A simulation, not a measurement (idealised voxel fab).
Module name: voxel transistor to metal (process module)
Section shown: cut. Width: 215 nm. Cell size: 5 nm, square.
Reading order for cross-sections: top band down to bottom band. Underlying form: a grid of square cells. Band size: one or more rows of cells.
Band entry format. Leading values: height of top, height of bottom, nm. Remainder: materials in left-to-right order, each with its width in nm. Special words: "all across" on a single material, which then fills the band edge to edge; "blank", empty space.
Measure heights from 0. That's the level where, below it, the as-received wafer is all one material. The lowest band is bottomless and extends downward; write it as in "0 nm and below".
Think of "30..40" as a width that walks from the first number to the second as you go down the band, top row to bottom row, taking equal-sized steps from row to row.
The cross-section has no changed cell in any step marked "left unchanged".
Voids not open to the top, 8 cells minimum: see "Closed void catalog". Written width x height at distance; distance is from the left edge; nm.
That trailing text on a step's line, after the settings, is the simulator's own remark on the step.
Steps that use a mask can have "overlay nm" on their line. It says how far the mask sat to the right of where it was meant to be. Negative means to the left.

Steps in the process plan:
1) RECEIVE,material Si
2) CONFORMAL_DEP,material SiO2,thk nm 5
3) CONFORMAL_DEP,material SiN,thk nm 15
4) PATTERN,tone cover,mask id ACTIVE,material resist,width nm 95,thk nm 20,overlay nm 0
5) DIRECTIONAL_ETCH,etch materials SiN,depth nm 15
6) DIRECTIONAL_ETCH,etch materials SiO2,depth nm 5
7) DIRECTIONAL_ETCH,etch materials Si,depth nm 30
8) STRIP,etch materials resist
9) FILL_DEP,material SiO2,thk nm 10
10) CMP,height nm 20
11) SELECTIVE_ETCH,etch materials SiO2,depth nm 10
12) STRIP,etch materials SiN
13) SELECTIVE_ETCH,etch materials SiO2,depth nm 5
14) OXIDIZE,depth nm 5
15) DIRECTIONAL_DEP,material polySi,thk nm 20
16) DIRECTIONAL_DEP,material SiCN,thk nm 10
17) DIRECTIONAL_DEP,material aC,thk nm 15
18) PATTERN,tone cover,mask id GATE,material resist,width nm 25,thk nm 35,overlay nm 0
19) DIRECTIONAL_ETCH,etch materials aC,depth nm 15
20) STRIP,etch materials resist
21) DIRECTIONAL_ETCH,etch materials SiCN,depth nm 20
22) DIRECTIONAL_ETCH,etch materials polySi,depth nm 30
23) STRIP,etch materials aC
24) CONFORMAL_DEP,material SiN,thk nm 5
25) DIRECTIONAL_ETCH,etch materials SiN,depth nm 5
26) DIRECTIONAL_ETCH,etch materials SiO2,depth nm 5
27) EPI,material nSi,thk nm 5
28) FILL_DEP,material SiO2,thk nm 10
29) CMP,height nm 30
30) DIRECTIONAL_DEP,material SiO2,thk nm 10
31) MASKED_ETCH,tone open,mask id CONTACT,width nm 15,pitch nm 70,etch materials SiO2,depth nm 40,overlay nm 0
32) CONFORMAL_DEP,material TiN,thk nm 5
33) FILL_DEP,material Ru,thk nm 5
34) CMP,height nm 40
35) DIRECTIONAL_DEP,material TiN,thk nm 5
36) DIRECTIONAL_DEP,material W,thk nm 20
37) MASKED_ETCH,tone cover,mask id METAL_1,width nm 15,pitch nm 70,etch materials W,depth nm 20,overlay nm 0
38) MASKED_ETCH,tone cover,mask id METAL_1,width nm 15,pitch nm 70,etch materials TiN,depth nm 5,overlay nm 0
39) FILL_DEP,material SiO2,thk nm 5
40) CMP,height nm 65
41) CONFORMAL_DEP,material SiN,thk nm 5
Across this set of wafers, the varied parameter is the thk nm of step 35. Starting conditions are identical for every wafer, and the plan reports the value assigned to the first wafer.

Incoming state of the first of several wafers in cross-section: after step 1:
0 nm and below: Si all across
Closed void catalog: none

Heads up, this table goes wafer by wafer. A row tells you, at the end of the module, how many cells of each material that wafer has put on (+) or dropped (-) since it was received, and then its closed voids:
thk nm 5, +14 Ru, -163 Si, +10 SiCN, +57 SiN, +588 SiO2, +40 TiN, +24 W, +12 nSi, +20 polySi, Closed void catalog: none
thk nm 10, +14 Ru, -163 Si, +10 SiCN, +57 SiN, +551 SiO2, +83 TiN, +18 W, +12 nSi, +20 polySi, Closed void catalog: none
thk nm 15, +14 Ru, -163 Si, +10 SiCN, +57 SiN, +514 SiO2, +126 TiN, +12 W, +12 nSi, +20 polySi, Closed void catalog: none
thk nm 20, +14 Ru, -163 Si, +10 SiCN, +57 SiN, +477 SiO2, +169 TiN, +6 W, +12 nSi, +20 polySi, Closed void catalog: none
